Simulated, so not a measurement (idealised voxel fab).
Herein follows the process module entitled voxel ribs on slabs.
This is section cut - it's 270 nm across, gridded in 5 nm square cells.
Heads up, the way a cross-section reads in here is a grid of square cells, handed over as bands from the top down, with every band being one or more rows of cells. Basically the band line says how high the top is and how high the bottom is, in nm, and then what's in it from left to right, every material with its width in nm. Empty space shows up as "air", and if a single material carries "edge to edge" it runs the full band edge to edge. Ref level 0: as-received wafer is one material below here. Bottom band extends down with no lower bound ("0 -> down"). Read "30..40" as a graded width: first number on top, second number at the bottom, same change between each pair of neighbouring rows. The designation "nothing different", where it is given for a processing step, indicates that no cell of the cross-section was altered in the course of that step. Each empty space that has no open way to the top and spans at least 8 cells appears under "Sealed cavities" as width x height at distance, the distance counted from the left edge, all in nm. What comes after the settings on a step's line is commentary from the simulator itself on that step. overlay nm, on a step with a mask: how far to the right of its planned place the mask lay; to the left if negative.

## Here's what the planned process steps look like
1,RECEIVE: material Si
2,DIRECTIONAL_DEP: material SiO2, thk nm 30
3,DIRECTIONAL_DEP: material SiN, thk nm 20
4,DIRECTIONAL_DEP: material aC, thk nm 10
5,PATTERN: tone cover, mask id RIB, material resist, width nm 15, thk nm 30, overlay nm 0
6,DIRECTIONAL_ETCH: etch materials aC, depth nm 10
7,STRIP: etch materials resist
8,DIRECTIONAL_ETCH: etch materials SiN, depth nm 15
9,STRIP: etch materials aC
10,MASKED_ETCH: tone cover, mask id SLAB, width nm 75, etch materials SiN, depth nm 5, overlay nm 0
11,FILL_DEP: material SiO2, thk nm 25
12,CMP: height nm 70
13,DIRECTIONAL_DEP: material W, thk nm 5
14,MASKED_ETCH: tone cover, mask id HEATER, width nm 25, etch materials W, depth nm 5, overlay nm 0
15,CONFORMAL_DEP: material SiO2, thk nm 5

## Incoming wafer, cross-sectional view, post step 1
  0 -> down: Si edge to edge
  Sealed cavities: none

## Final cross-section, module run with one mistake (start and plan as above)
  80 -> 75: 115 nm air | 35 nm SiO2 | 120 nm air
  75 -> 70: 120 nm SiO2 | 25 nm W | 125 nm SiO2
  70 -> 60: SiO2 edge to edge
  60 -> 45: 125 nm SiO2 | 15 nm SiN | 130 nm SiO2
  45 -> 40: 95 nm SiO2 | 75 nm SiN | 100 nm SiO2
  40 -> 0: SiO2 edge to edge
  0 -> down: Si edge to edge
  Sealed cavities: none
Want to know what went wrong? rather than as planned, step 2 actually ran as DIRECTIONAL_DEP: material SiO2, thk nm 40
